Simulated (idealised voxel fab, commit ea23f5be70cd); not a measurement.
Name of the process module below: voxel tone inversion
Shown is cross-section cut, with a width of 250 nm and square cells of size 5 nm.
This document writes a cross-section as a grid whose cells are square, and gives it as bands, listed from the top down; one or more rows of cells form a band. Band: top and bottom heights (nm) first, top before bottom; then materials from left to right, widths in nm. "all across" marks a sole material filling the band edge to edge. "blank" denotes empty space. Heights are reckoned from 0. Under this level, the received wafer is all of one material. The bottommost band is open-ended downward, for example "0 nm and below". With a width like "30..40", each row of cells in the band differs from the next by the same amount, the top row carrying the first number and the bottom row the second. The designation "identical to before", where it is given for a processing step, indicates that no cell of the cross-section was altered in the course of that step. Entry "Closed empty spaces" = empty spaces >= 8 cells with no open way to the top; each as width x height at distance, distance from left edge, all nm. Read whatever lies past the settings on a step's line as the simulator's own remark about the step. The "overlay nm" setting may appear on a step's line; for a step that uses a mask, it gives how far to the right of its planned position the mask lay, and a negative value indicates the left.
Steps in the process plan:
step 1: RECEIVE | material Si
step 2: CONFORMAL_DEP | material SiN | thk nm 5
step 3: DIRECTIONAL_DEP | material aC | thk nm 20
step 4: PATTERN | tone cover | mask id POSTS | material resist | width nm 20 | pitch nm 45 | thk nm 30 | overlay nm 0
step 5: DIRECTIONAL_ETCH | etch materials aC | depth nm 20
step 6: STRIP | etch materials resist
step 7: FILL_DEP | material SiO2 | thk nm 5
step 8: CMP | height nm 25
step 9: STRIP | etch materials aC
step 10: CONFORMAL_DEP | material TiN | thk nm 5
step 11: FILL_DEP | material W | thk nm 5
step 12: CMP | height nm 25
step 13: CONFORMAL_DEP | material SiCN | thk nm 5
The thk nm used in step 2 is not the same on every wafer, whereas the starting condition is; the value printed in the plan is the first wafer's.
Cross-section of the first incoming wafer of several, state after step 1:
- 0 nm and below = Si all across
- Closed empty spaces: none
Each row below is a wafer at the end of the module, listing for every material the number of cells it has gained (+) or lost (-) since it was received, followed by its closed voids:
thk nm 5, +50 SiCN, +50 SiN, +168 SiO2, +20 TiN, +12 W, Closed empty spaces: none
thk nm 10, +50 SiCN, +100 SiN, +126 SiO2, +16 TiN, +8 W, Closed empty spaces: none
thk nm 15, +50 SiCN, +150 SiN, +84 SiO2, +12 TiN, +4 W, Closed empty spaces: none
thk nm 20, +50 SiCN, +200 SiN, +42 SiO2, +8 TiN, Closed empty spaces: none
